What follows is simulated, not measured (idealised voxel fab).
voxel self aligned contacts: a process module
The figure presents cross-section cut, which has a width of 225 nm and is divided into square cells with an edge length of 5 nm.
Reading order for cross-sections: top band down to bottom band. Underlying form: a grid of square cells. Band size: one or more rows of cells. The entry gives the band's vertical extent as a top height and a bottom height in nm, then its horizontal make-up as materials from left to right, each with a width in nm. "blank" stands for empty space; a single material marked "throughout" fills the band edge to edge. The level at which height equals 0 is the one under which the wafer, as it arrives, is entirely one material. No lower edge exists for the bottom band, which continues downward and is notated as in "from 0 down". Width "30->40": first value at the band's top row of cells, second value at its bottom row, equal change from row to row. Given "changes: none" for a step, no cell of the cross-section differs between before and after that step. "Enclosed voids" enumerates empty spaces isolated from the top, with no open way to it, that contain at least 8 cells, giving each as width x height at distance from the left edge, all three in nm. after a step's settings: what the simulator itself notes on the step. "overlay nm", when on a step's line for a step with a mask, measures how far to the right of its planned place the mask lay; a negative measure means to the left.
Here's what the planned process steps look like
step 1: RECEIVE [material Si]
step 2: CONFORMAL_DEP [material SiO2] [thk nm 5]
step 3: DIRECTIONAL_DEP [material polySi] [thk nm 20]
step 4: DIRECTIONAL_DEP [material SiN] [thk nm 20]
step 5: PATTERN [tone cover] [mask id GATE] [material resist] [width nm 35] [pitch nm 65] [thk nm 15] [overlay nm 0]
step 6: DIRECTIONAL_ETCH [etch materials SiN] [depth nm 20]
step 7: DIRECTIONAL_ETCH [etch materials polySi] [depth nm 20]
step 8: STRIP [etch materials resist]
step 9: CONFORMAL_DEP [material SiN] [thk nm 5]
step 10: DIRECTIONAL_ETCH [etch materials SiN] [depth nm 5]
step 11: FILL_DEP [material SiO2] [thk nm 15]
step 12: CMP [height nm 50]
step 13: PATTERN [tone open] [mask id CONTACT] [material resist] [width nm 40] [thk nm 15] [overlay nm 0]
step 14: DIRECTIONAL_ETCH [etch materials SiO2] [depth nm 50]
step 15: STRIP [etch materials resist]
step 16: CONFORMAL_DEP [material TiN] [thk nm 5]
step 17: FILL_DEP [material Ru] [thk nm 10]
step 18: CMP [height nm 50]
step 19: CONFORMAL_DEP [material SiCN] [thk nm 5]
Here's what the wafer looked like in cross-section when it arrived - that's after step 1
- from 0 down  Si throughout
- Enclosed voids: none
First wafer at the end, as planned
- from 55 to 50  SiCN throughout
- from 50 to 45  SiO2 90 | TiN 15 | Ru 10 | TiN 15 | SiO2 95
- from 45 to 25  SiO2 55 | SiN 45 | TiN 5 | Ru 10 | TiN 5 | SiN 45 | SiO2 60
- from 25 to 5  SiO2 55 | SiN 5 | polySi 35 | SiN 5 | TiN 5 | Ru 10 | TiN 5 | SiN 5 | polySi 35 | SiN 5 | SiO2 60
- from 5 to 0  SiO2 100 | TiN 20 | SiO2 105
- from 0 down  Si throughout
- Enclosed voids: none
Second wafer of the two, sectioned at the end of the module. It began like the first and followed the same plan, but one mistake was made while running it
- from 55 to 50  SiCN throughout
- from 50 to 45  SiO2 90 | TiN 40 | SiO2 95
- from 45 to 25  SiO2 50 | SiN 55 | TiN 10 | SiN 55 | SiO2 55
- from 25 to 5  SiO2 50 | SiN 5 | polySi 45 | SiN 5 | TiN 10 | SiN 5 | polySi 45 | SiN 5 | SiO2 55
- from 5 to 0  SiO2 105 | TiN 10 | SiO2 110
- from 0 down  Si throughout
- Enclosed voids: none
Misprocessing identified: note that step 5 departed from the planned setting and was carried out as PATTERN [tone cover] [mask id GATE] [material resist] [width nm 45] [pitch nm 65] [thk nm 15] [overlay nm 0]
In the final state, the cell counts of the second wafer exceed or fall short of those of the first for the following materials: 18 fewer of Ru; 16 more of SiN; 14 fewer of SiO2; 16 more of polySi
